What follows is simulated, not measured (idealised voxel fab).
Process module in this document: voxel self aligned vias
The figure presents cross-section cut, which has a width of 225 nm and is divided into square cells with an edge length of 5 nm.
Cross-section, as written here: a square-cell grid given band by band from the top down, where a band holds one or more rows of cells. It is stipulated that each band's entry specify, in nanometres, the height of the top of the band and then that of its bottom, followed by the materials of the band in left-to-right sequence, each together with its width in nanometres. A single material marked by the word "throughout" is understood to fill the band from edge to edge; the word "blank" is understood to denote empty space. Height is counted from the level 0, under which the received wafer is composed throughout of one material. The lowest of the bands is not closed at the bottom but continues downward, in the notation "0 nm and below". Top row gets the first number, bottom row gets the second, and each row in between changes by the same step: that is how a band width like "30..40" works. Take "no alterations made" at face value: in the step it is given for, the cross-section changed in none of its cells. Empty spaces without an open route to the top, at least 8 cells in extent, make up the entry "Encapsulated voids"; each is given as width x height at distance, where the distance is measured from the left edge, and all are in nm. On each step's line, the part that comes after the settings is the simulator's own comment on the step. "overlay nm" denotes, for a step that has a mask, the displacement of the mask to the right of its planned place, with negative values corresponding to the left.

Steps in the process plan:
- 1: RECEIVE: material Si
- 2: CONFORMAL_DEP: material SiO2, thk nm 10
- 3: CONFORMAL_DEP: material SiCN, thk nm 5
- 4: DIRECTIONAL_DEP: material SiO2, thk nm 20
- 5: MASKED_ETCH: tone open, mask id LINES, width nm 30, pitch nm 70, etch materials SiO2, depth nm 20, overlay nm 0
- 6: CONFORMAL_DEP: material TiN, thk nm 5
- 7: FILL_DEP: material W, thk nm 5
- 8: CMP: height nm 35
- 9: SELECTIVE_ETCH: etch materials W Ru TiN, depth nm 10
- 10: FILL_DEP: material SiN, thk nm 5
- 11: CMP: height nm 35
- 12: DIRECTIONAL_DEP: material SiO2, thk nm 20
- 13: DIRECTIONAL_DEP: material aC, thk nm 10
- 14: PATTERN: tone open, mask id VIAS, material resist, width nm 40, pitch nm 140, thk nm 25, overlay nm 0
- 15: DIRECTIONAL_ETCH: etch materials aC, depth nm 10
- 16: STRIP: etch materials resist
- 17: DIRECTIONAL_ETCH: etch materials SiO2, depth nm 20
- 18: DIRECTIONAL_ETCH: etch materials SiN, depth nm 10
- 19: STRIP: etch materials aC
- 20: CONFORMAL_DEP: material TiN, thk nm 5
- 21: FILL_DEP: material Ru, thk nm 5
- 22: CMP: height nm 55
- 23: CONFORMAL_DEP: material SiCN, thk nm 5

Account of the first of two wafers, which was processed as intended:

Shown in cross-section is the wafer as received, that is, as it stands after step 1:
> 0 nm and below = Si throughout
> Encapsulated voids: none

Sectional view: wafer, after step 2:
> 10 nm to 0 nm = SiO2 throughout
> Below 0 it's all the same as before, nothing changed down there.

Sectional view: wafer, after step 3:
> 15 nm to 10 nm = SiCN throughout
> Below 10 it's all the same as before, nothing changed down there.

Sectional view: wafer, after step 4:
> 35 nm to 15 nm = SiO2 throughout
> Below 15 it's all the same as before, nothing changed down there.

Sectional view: wafer, after step 5:
> 35 nm to 15 nm = SiO2: 25 | blank: 30 | SiO2: 40 | blank: 30 | SiO2: 40 | blank: 30 | SiO2: 30
> Below 15 it's all the same as before, nothing changed down there.

Sectional view: wafer, after step 6:
> 40 nm to 35 nm = TiN: 30 | blank: 20 | TiN: 50 | blank: 20 | TiN: 50 | blank: 20 | TiN: 35
> 35 nm to 20 nm = SiO2: 25 | TiN: 5 | blank: 20 | TiN: 5 | SiO2: 40 | TiN: 5 | blank: 20 | TiN: 5 | SiO2: 40 | TiN: 5 | blank: 20 | TiN: 5 | SiO2: 30
> 20 nm to 15 nm = SiO2: 25 | TiN: 30 | SiO2: 40 | TiN: 30 | SiO2: 40 | TiN: 30 | SiO2: 30
> Below 15 it's all the same as before, nothing changed down there.

Sectional view: wafer, after step 7:
> 45 nm to 40 nm = W throughout
> 40 nm to 35 nm = TiN: 30 | W: 20 | TiN: 50 | W: 20 | TiN: 50 | W: 20 | TiN: 35
> 35 nm to 20 nm = SiO2: 25 | TiN: 5 | W: 20 | TiN: 5 | SiO2: 40 | TiN: 5 | W: 20 | TiN: 5 | SiO2: 40 | TiN: 5 | W: 20 | TiN: 5 | SiO2: 30
> Below 20 it's all the same as before, nothing changed down there.

Sectional view: wafer, after step 8:
> 35 nm to 20 nm = SiO2: 25 | TiN: 5 | W: 20 | TiN: 5 | SiO2: 40 | TiN: 5 | W: 20 | TiN: 5 | SiO2: 40 | TiN: 5 | W: 20 | TiN: 5 | SiO2: 30
> Below 20 it's all the same as before, nothing changed down there.

Sectional view: wafer, after step 9:
> 35 nm to 25 nm = SiO2: 25 | blank: 30 | SiO2: 40 | blank: 30 | SiO2: 40 | blank: 30 | SiO2: 30
> Below 25 it's all the same as before, nothing changed down there.

Sectional view: wafer, after step 10:
> 40 nm to 35 nm = SiN throughout
> 35 nm to 25 nm = SiO2: 25 | SiN: 30 | SiO2: 40 | SiN: 30 | SiO2: 40 | SiN: 30 | SiO2: 30
> Below 25 it's all the same as before, nothing changed down there.

Sectional view: wafer, after step 11:
> 35 nm to 25 nm = SiO2: 25 | SiN: 30 | SiO2: 40 | SiN: 30 | SiO2: 40 | SiN: 30 | SiO2: 30
> Below 25 it's all the same as before, nothing changed down there.

Sectional view: wafer, after step 12:
> 55 nm to 35 nm = SiO2 throughout
> Below 35 it's all the same as before, nothing changed down there.

Sectional view: wafer, after step 13:
> 65 nm to 55 nm = aC throughout
> Below 55 it's all the same as before, nothing changed down there.

Sectional view: wafer, after step 14:
> 90 nm to 65 nm = resist: 20 | blank: 40 | resist: 100 | blank: 40 | resist: 25
> Below 65 it's all the same as before, nothing changed down there.

Sectional view: wafer, after step 15:
> 80 nm to 65 nm = resist: 20 | blank: 40 | resist: 100 | blank: 40 | resist: 25
> 65 nm to 55 nm = aC: 20 | blank: 40 | aC: 100 | blank: 40 | aC: 25
> Below 55 it's all the same as before, nothing changed down there.

Sectional view: wafer, after step 16:
> 65 nm to 55 nm = aC: 20 | blank: 40 | aC: 100 | blank: 40 | aC: 25
> Below 55 it's all the same as before, nothing changed down there.

Sectional view: wafer, after step 17:
> 65 nm to 55 nm = aC: 20 | blank: 40 | aC: 100 | blank: 40 | aC: 25
> 55 nm to 35 nm = SiO2: 20 | blank: 40 | SiO2: 100 | blank: 40 | SiO2: 25
> Below 35 it's all the same as before, nothing changed down there.

Sectional view: wafer, after step 18:
> 65 nm to 55 nm = aC: 20 | blank: 40 | aC: 100 | blank: 40 | aC: 25
> 55 nm to 35 nm = SiO2: 20 | blank: 40 | SiO2: 100 | blank: 40 | SiO2: 25
> 35 nm to 25 nm = SiO2: 25 | blank: 30 | SiO2: 40 | SiN: 30 | SiO2: 40 | blank: 30 | SiO2: 30
> Below 25 it's all the same as before, nothing changed down there.

Sectional view: wafer, after step 19:
> 55 nm to 35 nm = SiO2: 20 | blank: 40 | SiO2: 100 | blank: 40 | SiO2: 25
> Below 35 it's all the same as before, nothing changed down there.

Sectional view: wafer, after step 20:
> 60 nm to 55 nm = TiN: 25 | blank: 30 | TiN: 110 | blank: 30 | TiN: 30
> 55 nm to 40 nm = SiO2: 20 | TiN: 5 | blank: 30 | TiN: 5 | SiO2: 100 | TiN: 5 | blank: 30 | TiN: 5 | SiO2: 25
> 40 nm to 35 nm = SiO2: 20 | TiN: 10 | blank: 20 | TiN: 10 | SiO2: 100 | TiN: 10 | blank: 20 | TiN: 10 | SiO2: 25
> 35 nm to 30 nm = SiO2: 25 | TiN: 5 | blank: 20 | TiN: 5 | SiO2: 40 | SiN: 30 | SiO2: 40 | TiN: 5 | blank: 20 | TiN: 5 | SiO2: 30
> 30 nm to 25 nm = SiO2: 25 | TiN: 30 | SiO2: 40 | SiN: 30 | SiO2: 40 | TiN: 30 | SiO2: 30
> Below 25 it's all the same as before, nothing changed down there.

Sectional view: wafer, after step 21:
> 65 nm to 60 nm = Ru throughout
> 60 nm to 55 nm = TiN: 25 | Ru: 30 | TiN: 110 | Ru: 30 | TiN: 30
> 55 nm to 40 nm = SiO2: 20 | TiN: 5 | Ru: 30 | TiN: 5 | SiO2: 100 | TiN: 5 | Ru: 30 | TiN: 5 | SiO2: 25
> 40 nm to 35 nm = SiO2: 20 | TiN: 10 | Ru: 20 | TiN: 10 | SiO2: 100 | TiN: 10 | Ru: 20 | TiN: 10 | SiO2: 25
> 35 nm to 30 nm = SiO2: 25 | TiN: 5 | Ru: 20 | TiN: 5 | SiO2: 40 | SiN: 30 | SiO2: 40 | TiN: 5 | Ru: 20 | TiN: 5 | SiO2: 30
> Below 30 it's all the same as before, nothing changed down there.

Sectional view: wafer, after step 22:
> 55 nm to 40 nm = SiO2: 20 | TiN: 5 | Ru: 30 | TiN: 5 | SiO2: 100 | TiN: 5 | Ru: 30 | TiN: 5 | SiO2: 25
> Below 40 it's all the same as before, nothing changed down there.

Sectional view: wafer, after step 23:
> 60 nm to 55 nm = SiCN throughout
> Below 55 it's all the same as before, nothing changed down there.

Second wafer: like start, like plan, one mistake. Through step 4 it matches the first wafer:

Second wafer, cross-section, planned end of step 5:
> 35 nm to 15 nm = blank: 25 | SiO2: 30 | blank: 40 | SiO2: 30 | blank: 40 | SiO2: 30 | blank: 30
> Below 15 it's all the same as before, nothing changed down there.

Second wafer, cross-section, planned end of step 6:
> 40 nm to 35 nm = blank: 20 | TiN: 40 | blank: 30 | TiN: 40 | blank: 30 | TiN: 40 | blank: 25
> 35 nm to 20 nm = blank: 20 | TiN: 5 | SiO2: 30 | TiN: 5 | blank: 30 | TiN: 5 | SiO2: 30 | TiN: 5 | blank: 30 | TiN: 5 | SiO2: 30 | TiN: 5 | blank: 25
> 20 nm to 15 nm = TiN: 25 | SiO2: 30 | TiN: 40 | SiO2: 30 | TiN: 40 | SiO2: 30 | TiN: 30
> Below 15 it's all the same as before, nothing changed down there.

Second wafer, cross-section, planned end of step 7:
> 45 nm to 40 nm = W throughout
> 40 nm to 35 nm = W: 20 | TiN: 40 | W: 30 | TiN: 40 | W: 30 | TiN: 40 | W: 25
> 35 nm to 20 nm = W: 20 | TiN: 5 | SiO2: 30 | TiN: 5 | W: 30 | TiN: 5 | SiO2: 30 | TiN: 5 | W: 30 | TiN: 5 | SiO2: 30 | TiN: 5 | W: 25
> Below 20 it's all the same as before, nothing changed down there.

Second wafer, cross-section, planned end of step 8:
> 35 nm to 20 nm = W: 20 | TiN: 5 | SiO2: 30 | TiN: 5 | W: 30 | TiN: 5 | SiO2: 30 | TiN: 5 | W: 30 | TiN: 5 | SiO2: 30 | TiN: 5 | W: 25
> Below 20 it's all the same as before, nothing changed down there.

Second wafer, cross-section, planned end of step 9:
> 35 nm to 25 nm = blank: 25 | SiO2: 30 | blank: 40 | SiO2: 30 | blank: 40 | SiO2: 30 | blank: 30
> Below 25 it's all the same as before, nothing changed down there.

Second wafer, cross-section, planned end of step 10:
> 40 nm to 35 nm = SiN throughout
> 35 nm to 25 nm = SiN: 25 | SiO2: 30 | SiN: 40 | SiO2: 30 | SiN: 40 | SiO2: 30 | SiN: 30
> Below 25 it's all the same as before, nothing changed down there.

Second wafer, cross-section, planned end of step 11:
> 35 nm to 25 nm = SiN: 25 | SiO2: 30 | SiN: 40 | SiO2: 30 | SiN: 40 | SiO2: 30 | SiN: 30
> Below 25 it's all the same as before, nothing changed down there.

Second wafer, cross-section, planned end of step 12:
> 55 nm to 35 nm = SiO2 throughout
> Below 35 it's all the same as before, nothing changed down there.

Second wafer, cross-section, planned end of step 13:
> 65 nm to 55 nm = aC throughout
> Below 55 it's all the same as before, nothing changed down there.

Second wafer, cross-section, planned end of step 14:
> 90 nm to 65 nm = resist: 20 | blank: 40 | resist: 100 | blank: 40 | resist: 25
> Below 65 it's all the same as before, nothing changed down there.

Second wafer, cross-section, planned end of step 15:
> 80 nm to 65 nm = resist: 20 | blank: 40 | resist: 100 | blank: 40 | resist: 25
> 65 nm to 55 nm = aC: 20 | blank: 40 | aC: 100 | blank: 40 | aC: 25
> Below 55 it's all the same as before, nothing changed down there.

Second wafer, cross-section, planned end of step 16:
> 65 nm to 55 nm = aC: 20 | blank: 40 | aC: 100 | blank: 40 | aC: 25
> Below 55 it's all the same as before, nothing changed down there.

Second wafer, cross-section, planned end of step 17:
> 65 nm to 55 nm = aC: 20 | blank: 40 | aC: 100 | blank: 40 | aC: 25
> 55 nm to 35 nm = SiO2: 20 | blank: 40 | SiO2: 100 | blank: 40 | SiO2: 25
> Below 35 it's all the same as before, nothing changed down there.

Second wafer, cross-section, planned end of step 18:
> 65 nm to 55 nm = aC: 20 | blank: 40 | aC: 100 | blank: 40 | aC: 25
> 55 nm to 35 nm = SiO2: 20 | blank: 40 | SiO2: 100 | blank: 40 | SiO2: 25
> 35 nm to 25 nm = SiN: 20 | blank: 5 | SiO2: 30 | blank: 5 | SiN: 35 | SiO2: 30 | SiN: 35 | blank: 5 | SiO2: 30 | blank: 5 | SiN: 25
> Below 25 it's all the same as before, nothing changed down there.

Second wafer, cross-section, planned end of step 19:
> 55 nm to 35 nm = SiO2: 20 | blank: 40 | SiO2: 100 | blank: 40 | SiO2: 25
> Below 35 it's all the same as before, nothing changed down there.

Second wafer, cross-section, planned end of step 20:
> 60 nm to 55 nm = TiN: 25 | blank: 30 | TiN: 110 | blank: 30 | TiN: 30
> 55 nm to 40 nm = SiO2: 20 | TiN: 5 | blank: 30 | TiN: 5 | SiO2: 100 | TiN: 5 | blank: 30 | TiN: 5 | SiO2: 25
> 40 nm to 35 nm = SiO2: 20 | TiN: 40 | SiO2: 100 | TiN: 40 | SiO2: 25
> 35 nm to 25 nm = SiN: 20 | TiN: 5 | SiO2: 30 | TiN: 5 | SiN: 35 | SiO2: 30 | SiN: 35 | TiN: 5 | SiO2: 30 | TiN: 5 | SiN: 25
> Below 25 it's all the same as before, nothing changed down there.

Second wafer, cross-section, planned end of step 21:
> 65 nm to 60 nm = Ru throughout
> 60 nm to 55 nm = TiN: 25 | Ru: 30 | TiN: 110 | Ru: 30 | TiN: 30
> 55 nm to 40 nm = SiO2: 20 | TiN: 5 | Ru: 30 | TiN: 5 | SiO2: 100 | TiN: 5 | Ru: 30 | TiN: 5 | SiO2: 25
> Below 40 it's all the same as before, nothing changed down there.

Second wafer, cross-section, planned end of step 22:
> 55 nm to 40 nm = SiO2: 20 | TiN: 5 | Ru: 30 | TiN: 5 | SiO2: 100 | TiN: 5 | Ru: 30 | TiN: 5 | SiO2: 25
> Below 40 it's all the same as before, nothing changed down there.

Second wafer, cross-section, planned end of step 23:
> 60 nm to 55 nm = SiCN throughout
> Below 55 it's all the same as before, nothing changed down there.
The plan and the run diverged here: step 5 ran with different settings than intended, the actual operation and settings being MASKED_ETCH: tone cover, mask id LINES, width nm 30, pitch nm 70, etch materials SiO2, depth nm 20, overlay nm 0
The second wafer ends with more or fewer cells of some materials than the first, per final count: -16 Ru | +34 SiN | -36 SiO2 | +9 TiN | +9 W
